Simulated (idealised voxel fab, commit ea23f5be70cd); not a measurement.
Title: Process Module voxel double patterning
The cross-section shown here is cut; it is 265 nm wide and divided into square cells measuring 5 nm on a side.
A cross-section is a grid of square cells, given in bands from the top down. A band is one or more rows of cells.
Basically the band line says how high the top is and how high the bottom is, in nm, and then what's in it from left to right, every material with its width in nm. Empty space shows up as "empty", and if a single material carries "full width" it runs the full band edge to edge.
Where do heights start? At 0: under that level the wafer as delivered is made of one material only. And the lowest band has no floor; it just carries on downward, as in "from 0 down".
So if you see something like "30->40" for the width, read it as the top row of the band sitting at the first number and the bottom row at the second, with every row in between moving by the same amount as the last.
What does "remained unchanged" mean for a step? It means no cell of the cross-section changed in that step.
The list in "Closed void list" covers empty spaces of 8 cells or more that cannot reach the top through any open way, and it gives each as width x height at distance; the distance is from the left edge, and width, height and distance are in nm.
On a step's line, text after the settings is the simulator commenting on that step.
overlay nm: where the mask lay relative to plan, measured to the right, on steps with a mask; negatives go left.
# Here's what the planned process steps look like
1 RECEIVE with material Si
2 CONFORMAL_DEP with material SiO2, thk nm 10
3 DIRECTIONAL_DEP with material polySi, thk nm 20
4 DIRECTIONAL_DEP with material SiCN, thk nm 5
5 DIRECTIONAL_DEP with material aC, thk nm 15
6 PATTERN with tone open, mask id FIRST, material resist, width nm 15, pitch nm 50, thk nm 35, overlay nm 0
7 DIRECTIONAL_ETCH with etch materials aC, depth nm 15
8 STRIP with etch materials resist
9 DIRECTIONAL_ETCH with etch materials SiCN, depth nm 5
10 STRIP with etch materials aC
11 PATTERN with tone open, mask id SECOND, material resist, width nm 15, thk nm 20, overlay nm 0
12 DIRECTIONAL_ETCH with etch materials SiCN, depth nm 5
13 STRIP with etch materials resist
14 DIRECTIONAL_ETCH with etch materials polySi, depth nm 20
15 STRIP with etch materials SiCN
# Cross-section of the incoming wafer, state after step 1
- from 0 down = Si full width
- Closed void list: none
# first wafer at the end, as planned
- from 30 to 10 = polySi 100; empty 15; polySi 10; empty 15; polySi 10; empty 15; polySi 100
- from 10 to 0 = SiO2 full width
- from 0 down = Si full width
- Closed void list: none
# Cross-sectional image of the second wafer of the two following completion of the module. Starting state and process plan were the same as for the first wafer; one execution error occurred
- from 40 to 20 = polySi 100; empty 15; polySi 10; empty 15; polySi 10; empty 15; polySi 100
- from 20 to 10 = polySi full width
- from 10 to 0 = SiO2 full width
- from 0 down = Si full width
- Closed void list: none
It is concluded that the wafer was processed incorrectly with respect to the plan, in that step 3 was not run as planned; what actually ran was DIRECTIONAL_DEP with material polySi, thk nm 30
Counted in cells at the end, the second wafer holds more or fewer of these materials than the first: polySi: 106 more
